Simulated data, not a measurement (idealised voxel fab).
Process module, titled voxel released beams
Square cell edge 5 nm, section width 230 nm, ID cut.
Cross-section format: a grid of square cells, given as bands from top to bottom; each band is one or more rows of cells.
Heads up on the band format: heights come first, top then bottom, in nm. After that it's the materials left to right, each with its width in nm. A single material flagged "everywhere" fills the whole band edge to edge, and "blank" means there's empty space there.
Measure heights from 0. That's the level where, below it, the as-received wafer is all one material. The lowest band is bottomless and extends downward; write it as in "z 0 and below".
A width given as "30->40" starts at the first number in the band's top row and ends at the second number in its bottom row, shifting by an equal amount at every step from row to row.
A step reported as "no alterations made" is a step in which no cell of the cross-section changed.
"Sealed void inventory" - sealed voids, min. 8 cells, no opening to top; format: width x height at distance (distance from left edge; nm throughout).
Read whatever lies past the settings on a step's line as the simulator's own remark about the step.
overlay nm: on a step with a mask, how far right of its planned place the mask lay; negative means left.
[Intended process steps]
1. RECEIVE [material Si]
2. CONFORMAL_DEP [material SiN] [thk nm 10]
3. DIRECTIONAL_DEP [material SiO2] [thk nm 10]
4. PATTERN [tone open] [mask id ANCHOR] [material resist] [width nm 40] [thk nm 15] [overlay nm 0]
5. DIRECTIONAL_ETCH [etch materials SiO2] [depth nm 10]
6. STRIP [etch materials resist]
7. CONFORMAL_DEP [material polySi] [thk nm 15]
8. MASKED_ETCH [tone cover] [mask id BEAM] [width nm 100] [etch materials polySi] [depth nm 15] [overlay nm 0]
9. STRIP [etch materials SiO2]
[As received (post step 1): cross-section]
	z 0 and below  Si everywhere
	Sealed void inventory: none
[Cross-section, end of module. Start: as above. Plan: as above. Execution: one mistake]
	z 50 to 35  60 of blank, 100 of polySi, 70 of blank
	z 35 to 20  polySi everywhere
	z 20 to 10  65 of SiO2, 40 of polySi, 125 of SiO2
	z 10 to 0  SiN everywhere
	z 0 and below  Si everywhere
	Sealed void inventory: none
So what did we get wrong on this run? step 7 was run twice
